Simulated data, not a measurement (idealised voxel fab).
You're looking at the process module voxel plated lines.
The cross-section on display is named cut; it measures 225 nm wide, and its cells are 5 nm squares.
Cross-sections here: square-cell grids, written as top-down lists of bands, a band being one or more rows of cells.
A band entry consists of two parts. The first gives the height of the band's top and the height of its bottom, in nm. The rest lists the band's materials from left to right, each with its width in nm. A single material labelled with the word "throughout" fills the band from edge to edge, and the word "air" marks empty space.
The reference from which all heights are counted is 0, the level beneath which the as-received wafer is entirely one material; the lowest band, having no lower bound, proceeds downward and is written after the example "0 down".
Width spec "30 to 40" -> top row of cells at first value, bottom row at second value, equal per-row change in between.
"all unchanged", as given for a step, is the statement that not any cell of the cross-section underwent a change during that step.
Closed void listing: empty space of 8 cells or more with no open way to the top, each as width x height at its distance from the left edge, in nm
Heads up: the bit after the settings on a step's line is the simulator's remark on that step.
A step's line can hold "overlay nm"; with a mask on that step, the setting says how far right of the planned place the mask lay, while a negative setting says it lay to the left.

**The steps planned for the process are as follows**
1: RECEIVE (material Si)
2: CONFORMAL_DEP (material Al2O3; thk nm 10)
3: DIRECTIONAL_DEP (material TiN; thk nm 5)
4: PATTERN (tone open; mask id LINES; material resist; width nm 15; pitch nm 35; thk nm 40; overlay nm 0)
5: EPI (material Ru; thk nm 10)
6: EPI (material Ru; thk nm 5)
7: EPI (material Ru; thk nm 10)
8: STRIP (etch materials resist)
9: DIRECTIONAL_ETCH (etch materials TiN; depth nm 5)
10: CONFORMAL_DEP (material SiN; thk nm 5)
Wafers differ in thk nm at step 3; plan lists the first wafer's value; identical starting state.

**First of several wafers (as received, post step 1), cross-sectional view**
- 0 down = Si throughout
- Closed void listing: none

**End-of-module cross-section, first of several wafers, after last step 10**
- 45 to 40 = air (80) | SiN (25) | air (10) | SiN (25) | air (85)
- 40 to 15 = air (80) | SiN (5) | Ru (15) | SiN (5) | air (10) | SiN (5) | Ru (15) | SiN (5) | air (85)
- 15 to 10 = SiN (85) | TiN (15) | SiN (20) | TiN (15) | SiN (90)
- 10 to 0 = Al2O3 throughout
- 0 down = Si throughout
- Closed void listing: none

**Sectional view of the last wafer upon completion of the module**
- 60 to 55 = air (80) | SiN (25) | air (10) | SiN (25) | air (85)
- 55 to 30 = air (80) | SiN (5) | Ru (15) | SiN (5) | air (10) | SiN (5) | Ru (15) | SiN (5) | air (85)
- 30 to 25 = SiN (85) | TiN (15) | SiN (20) | TiN (15) | SiN (90)
- 25 to 10 = TiN throughout
- 10 to 0 = Al2O3 throughout
- 0 down = Si throughout
- Closed void listing: none

**End of module, by wafer: material-by-material cell gain (+) or loss (-) since receipt, then closed voids**
thk nm 5 | +90 Al2O3 | +30 Ru | +69 SiN | +6 TiN | Closed void listing: none
thk nm 10 | +90 Al2O3 | +30 Ru | +69 SiN | +51 TiN | Closed void listing: none
thk nm 15 | +90 Al2O3 | +30 Ru | +69 SiN | +96 TiN | Closed void listing: none
thk nm 20 | +90 Al2O3 | +30 Ru | +69 SiN | +141 TiN | Closed void listing: none
